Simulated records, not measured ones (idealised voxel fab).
Herein follows the process module entitled voxel transistor to metal.
Xsec cut, 185 nm wide, square cell size 5 nm.
Cross-section format: a grid of square cells, given as bands from top to bottom; each band is one or more rows of cells. What a band's entry tells you: where the top is and where the bottom is, as heights in nm, and after that what lies inside, material by material from left to right, each with its width in nm. Empty space is written as the word "empty", and a single material marked with the word "full width" occupies the band from edge to edge. All heights in this document are referenced to 0, defined as the level beneath which the wafer, as received, consists entirely of one material. The lowest band is not bounded below; it extends indefinitely downward and is written in the form "from 0 down". The expression "30->40" gives the width at the extremes of the band, the first number at its top row of cells and the second at its bottom row, with the width changing by equal amounts from each row to the next in between. The designation "all unchanged", where it is given for a processing step, indicates that no cell of the cross-section was altered in the course of that step. "Enclosed void list" contains a list of empty spaces, each no smaller than 8 cells and without an open way to the top, written in the form width x height at distance with the distance from the left edge and all three in nm. Step line, after settings: the simulator's comment on this step. The optional step-line setting "overlay nm" applies to steps with a mask and quantifies how far to the right of its planned location the mask lay, a negative value indicating leftward placement.
-- Process steps foreseen in the plan
| 1 | RECEIVE | material Si |
| 2 | CONFORMAL_DEP | material SiO2 | thk nm 5 |
| 3 | CONFORMAL_DEP | material SiN | thk nm 10 |
| 4 | PATTERN | tone cover | mask id ACTIVE | material resist | width nm 95 | thk nm 20 | overlay nm 0 |
| 5 | DIRECTIONAL_ETCH | etch materials SiN | depth nm 10 |
| 6 | DIRECTIONAL_ETCH | etch materials SiO2 | depth nm 5 |
| 7 | DIRECTIONAL_ETCH | etch materials Si | depth nm 35 |
| 8 | STRIP | etch materials resist |
| 9 | FILL_DEP | material SiO2 | thk nm 5 |
| 10 | CMP | height nm 15 |
| 11 | SELECTIVE_ETCH | etch materials SiO2 | depth nm 10 |
| 12 | STRIP | etch materials SiN |
| 13 | SELECTIVE_ETCH | etch materials SiO2 | depth nm 5 |
| 14 | OXIDIZE | depth nm 5 |
| 15 | DIRECTIONAL_DEP | material polySi | thk nm 25 |
| 16 | DIRECTIONAL_DEP | material SiCN | thk nm 10 |
| 17 | DIRECTIONAL_DEP | material aC | thk nm 10 |
| 18 | PATTERN | tone cover | mask id GATE | material resist | width nm 25 | thk nm 30 | overlay nm 0 |
| 19 | DIRECTIONAL_ETCH | etch materials aC | depth nm 10 |
| 20 | STRIP | etch materials resist |
| 21 | DIRECTIONAL_ETCH | etch materials SiCN | depth nm 20 |
| 22 | DIRECTIONAL_ETCH | etch materials polySi | depth nm 35 |
| 23 | STRIP | etch materials aC |
| 24 | CONFORMAL_DEP | material SiN | thk nm 5 |
| 25 | DIRECTIONAL_ETCH | etch materials SiN | depth nm 5 |
| 26 | DIRECTIONAL_ETCH | etch materials SiO2 | depth nm 5 |
| 27 | DIRECTIONAL_ETCH | etch materials Si | depth nm 10 |
| 28 | EPI | material pSi | thk nm 10 |
| 29 | FILL_DEP | material SiO2 | thk nm 10 |
| 30 | CMP | height nm 25 |
| 31 | STRIP | etch materials polySi |
| 32 | SELECTIVE_ETCH | etch materials SiO2 | depth nm 5 |
| 33 | CONFORMAL_DEP | material HfO2 | thk nm 5 |
| 34 | CONFORMAL_DEP | material TiN | thk nm 5 |
| 35 | FILL_DEP | material W | thk nm 5 |
| 36 | CMP | height nm 20 |
| 37 | DIRECTIONAL_DEP | material SiO2 | thk nm 10 |
| 38 | PATTERN | tone open | mask id CONTACT | material resist | width nm 15 | pitch nm 70 | thk nm 15 | overlay nm 0 |
| 39 | DIRECTIONAL_ETCH | etch materials SiO2 | depth nm 35 |
| 40 | STRIP | etch materials resist |
| 41 | CONFORMAL_DEP | material TiN | thk nm 5 |
| 42 | FILL_DEP | material Ru | thk nm 5 |
| 43 | CMP | height nm 30 |
| 44 | CONFORMAL_DEP | material SiN | thk nm 5 |
| 45 | DIRECTIONAL_DEP | material SiO2 | thk nm 15 |
| 46 | PATTERN | tone open | mask id METAL_1 | material resist | width nm 15 | pitch nm 70 | thk nm 20 | overlay nm 0 |
| 47 | DIRECTIONAL_ETCH | etch materials SiO2 | depth nm 15 |
| 48 | DIRECTIONAL_ETCH | etch materials SiN | depth nm 5 |
| 49 | STRIP | etch materials resist |
| 50 | CONFORMAL_DEP | material TiN | thk nm 5 |
| 51 | FILL_DEP | material Cu | thk nm 5 |
| 52 | CMP | height nm 50 |
| 53 | EPI | material Ru | thk nm 5 |
| 54 | FILL_DEP | material SiCN | thk nm 5 |
| 55 | DIRECTIONAL_DEP | material lowk | thk nm 30 |
| 56 | MASKED_ETCH | tone open | mask id METAL_2 | width nm 15 | pitch nm 70 | etch materials lowk | depth nm 20 | overlay nm 0 |
| 57 | MASKED_ETCH | tone open | mask id METAL_2_HOLES | width nm 15 | pitch nm 70 | etch materials lowk | depth nm 10 | overlay nm 0 |
| 58 | MASKED_ETCH | tone open | mask id METAL_2_HOLES | width nm 15 | pitch nm 70 | etch materials SiCN | depth nm 5 | overlay nm 0 |
| 59 | CONFORMAL_DEP | material TiN | thk nm 5 |
| 60 | FILL_DEP | material Cu | thk nm 5 |
| 61 | CMP | height nm 90 |
| 62 | CONFORMAL_DEP | material SiN | thk nm 5 |
-- The cross-section here shows the wafer as received, i.e. in its state after step 1
- from 0 down: Si full width
- Enclosed void list: none
-- Cross-sectional image of the first of two wafers at the end of the module, the run having proceeded as planned
- from 95 to 90: SiN full width
- from 90 to 60: lowk: 50; TiN: 5; Cu: 5; TiN: 5; lowk: 55; TiN: 5; Cu: 5; TiN: 5; lowk: 50
- from 60 to 55: SiCN: 50; TiN: 15; SiCN: 55; TiN: 15; SiCN: 50
- from 55 to 50: SiCN: 45; Ru: 25; SiCN: 45; Ru: 25; SiCN: 45
- from 50 to 35: SiO2: 50; TiN: 5; Cu: 5; TiN: 5; SiO2: 55; TiN: 5; Cu: 5; TiN: 5; SiO2: 50
- from 35 to 30: SiN: 50; TiN: 15; SiN: 55; TiN: 15; SiN: 50
- from 30 to 20: SiO2: 50; TiN: 5; Ru: 5; TiN: 5; SiO2: 55; TiN: 5; Ru: 5; TiN: 5; SiO2: 50
- from 20 to 5: SiO2: 50; TiN: 5; Ru: 5; TiN: 5; SiO2: 10; SiN: 5; HfO2: 5; TiN: 5; W: 5; TiN: 5; HfO2: 5; SiN: 5; SiO2: 10; TiN: 5; Ru: 5; TiN: 5; SiO2: 50
- from 5 to 0: SiO2: 50; TiN: 5; Ru: 5; TiN: 5; pSi: 10; SiN: 5; HfO2: 5; TiN: 15; HfO2: 5; SiN: 5; pSi: 10; TiN: 5; Ru: 5; TiN: 5; SiO2: 50
- from 0 to -5: SiO2: 50; TiN: 15; pSi: 10; HfO2: 35; pSi: 10; TiN: 15; SiO2: 50
- from -5 to -15: SiO2: 45; pSi: 30; Si: 35; pSi: 30; SiO2: 45
- from -15 to -35: SiO2: 45; Si: 95; SiO2: 45
- from -35 down: Si full width
- Enclosed void list: none
-- Now the second wafer, cross-sectioned at the end of the module. Nothing different at the start, nothing different in the plan compared with the first, just one mistake when it was actually run
- from 95 to 90: SiN full width
- from 90 to 60: lowk: 50; TiN: 5; Cu: 5; TiN: 5; lowk: 55; TiN: 5; Cu: 5; TiN: 5; lowk: 50
- from 60 to 55: SiCN: 50; TiN: 15; SiCN: 55; TiN: 15; SiCN: 50
- from 55 to 50: SiCN: 45; Ru: 25; SiCN: 45; Ru: 25; SiCN: 45
- from 50 to 35: SiO2: 50; TiN: 5; Cu: 5; TiN: 5; SiO2: 55; TiN: 5; Cu: 5; TiN: 5; SiO2: 50
- from 35 to 30: SiN: 50; TiN: 15; SiN: 55; TiN: 15; SiN: 50
- from 30 to 20: SiO2: 50; W: 5; Ru: 5; W: 5; SiO2: 55; W: 5; Ru: 5; W: 5; SiO2: 50
- from 20 to 5: SiO2: 50; W: 5; Ru: 5; W: 5; SiO2: 10; SiN: 5; HfO2: 5; TiN: 5; W: 5; TiN: 5; HfO2: 5; SiN: 5; SiO2: 10; W: 5; Ru: 5; W: 5; SiO2: 50
- from 5 to 0: SiO2: 50; W: 5; Ru: 5; W: 5; pSi: 10; SiN: 5; HfO2: 5; TiN: 15; HfO2: 5; SiN: 5; pSi: 10; W: 5; Ru: 5; W: 5; SiO2: 50
- from 0 to -5: SiO2: 50; W: 15; pSi: 10; HfO2: 35; pSi: 10; W: 15; SiO2: 50
- from -5 to -15: SiO2: 45; pSi: 30; Si: 35; pSi: 30; SiO2: 45
- from -15 to -35: SiO2: 45; Si: 95; SiO2: 45
- from -35 down: Si full width
- Enclosed void list: none
Heads up, the wafer didn't run the way we planned it: step 41 ran with different settings than intended, the actual operation and settings being CONFORMAL_DEP | material W | thk nm 5
Once processing is complete, comparing cell counts shows that the second wafer has more or fewer of certain materials than the first: TiN -30, W +30
